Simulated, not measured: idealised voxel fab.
process module | voxel self aligned vias
cross-section cut | 185 nm wide | cells 5 nm
A cross-section is a grid of square cells, given in bands from the top down. A band is one or more rows of cells.
Each band's line starts with the height of the band's top and of its bottom, in nm. Then come its materials from left to right, each with its width in nm. One material with "throughout" fills the band from edge to edge. "air" is empty space.
Height 0 is the level under which the wafer as received is all one material. The lowest band goes on downwards, as in "0 down".
A width such as "30 to 40" changes by the same amount from each row of cells to the next, from the band's top row to its bottom row.
"no change" after a step means that no cell of the cross-section changed.
closed voids: empty space of 8 cells or more with no open way to the top, each as width x height at its distance from the left edge, in nm
after a step's settings: what the simulator itself notes on the step
overlay nm, on a step with a mask: how far to the right of its planned place the mask lay; to the left if negative
plan
1 op RECEIVE | material Si
2 op CONFORMAL_DEP | material SiO2 | thk nm 15
3 op CONFORMAL_DEP | material SiCN | thk nm 5
4 op DIRECTIONAL_DEP | material SiO2 | thk nm 30
5 op DIRECTIONAL_DEP | material aC | thk nm 15
6 op PATTERN | tone open | mask id LINES | material resist | width nm 30 | pitch nm 70 | thk nm 30 | overlay nm 0
7 op DIRECTIONAL_ETCH | etch materials aC | depth nm 15
8 op STRIP | etch materials resist
9 op DIRECTIONAL_ETCH | etch materials SiO2 | depth nm 30
10 op STRIP | etch materials aC
11 op CONFORMAL_DEP | material TiN | thk nm 5
12 op FILL_DEP | material W | thk nm 10
13 op CMP | height nm 50
14 op SELECTIVE_ETCH | etch materials W Ru TiN | depth nm 5
15 op FILL_DEP | material SiN | thk nm 5
16 op CMP | height nm 50
17 op DIRECTIONAL_DEP | material SiO2 | thk nm 15
18 op MASKED_ETCH | tone open | mask id VIAS | width nm 40 | pitch nm 70 | etch materials SiO2 | depth nm 15 | overlay nm 0
19 op MASKED_ETCH | tone open | mask id VIAS | width nm 40 | pitch nm 70 | etch materials SiN | depth nm 5 | overlay nm 0
20 op CONFORMAL_DEP | material TiN | thk nm 5
21 op FILL_DEP | material W | thk nm 5
22 op CMP | height nm 65
23 op CONFORMAL_DEP | material SiCN | thk nm 5
as received, after step 1
  0 down: Si throughout
  closed voids: none
first wafer at the end, as planned
  70 to 65: SiCN throughout
  65 to 55: SiO2 35 | TiN 5 | W 30 | TiN 5 | SiO2 30 | TiN 5 | W 30 | TiN 5 | SiO2 40
  55 to 50: SiO2 35 | TiN 10 | W 20 | TiN 10 | SiO2 30 | TiN 10 | W 20 | TiN 10 | SiO2 40
  50 to 45: SiO2 40 | TiN 30 | SiO2 40 | TiN 30 | SiO2 45
  45 to 25: SiO2 40 | TiN 5 | W 20 | TiN 5 | SiO2 40 | TiN 5 | W 20 | TiN 5 | SiO2 45
  25 to 20: SiO2 40 | TiN 30 | SiO2 40 | TiN 30 | SiO2 45
  20 to 15: SiCN throughout
  15 to 0: SiO2 throughout
  0 down: Si throughout
  closed voids: none
second wafer at the end: like start, like plan, one mistake
  70 to 65: SiCN throughout
  65 to 50: SiO2 35 | TiN 5 | W 30 | TiN 5 | SiO2 30 | TiN 5 | W 30 | TiN 5 | SiO2 40
  50 to 45: SiO2 35 | TiN 40 | SiO2 30 | TiN 40 | SiO2 40
  45 to 35: SiO2 35 | TiN 10 | W 20 | TiN 10 | SiO2 30 | TiN 10 | W 20 | TiN 10 | SiO2 40
  35 to 25: SiO2 40 | TiN 5 | W 20 | TiN 5 | SiO2 40 | TiN 5 | W 20 | TiN 5 | SiO2 45
  25 to 20: SiO2 40 | TiN 30 | SiO2 40 | TiN 30 | SiO2 45
  20 to 15: SiCN throughout
  15 to 0: SiO2 throughout
  0 down: Si throughout
  closed voids: none
what went wrong: step 18 was run twice
at the end the second wafer has, in cells: 12 fewer of SiO2 | 8 more of TiN | 4 more of W
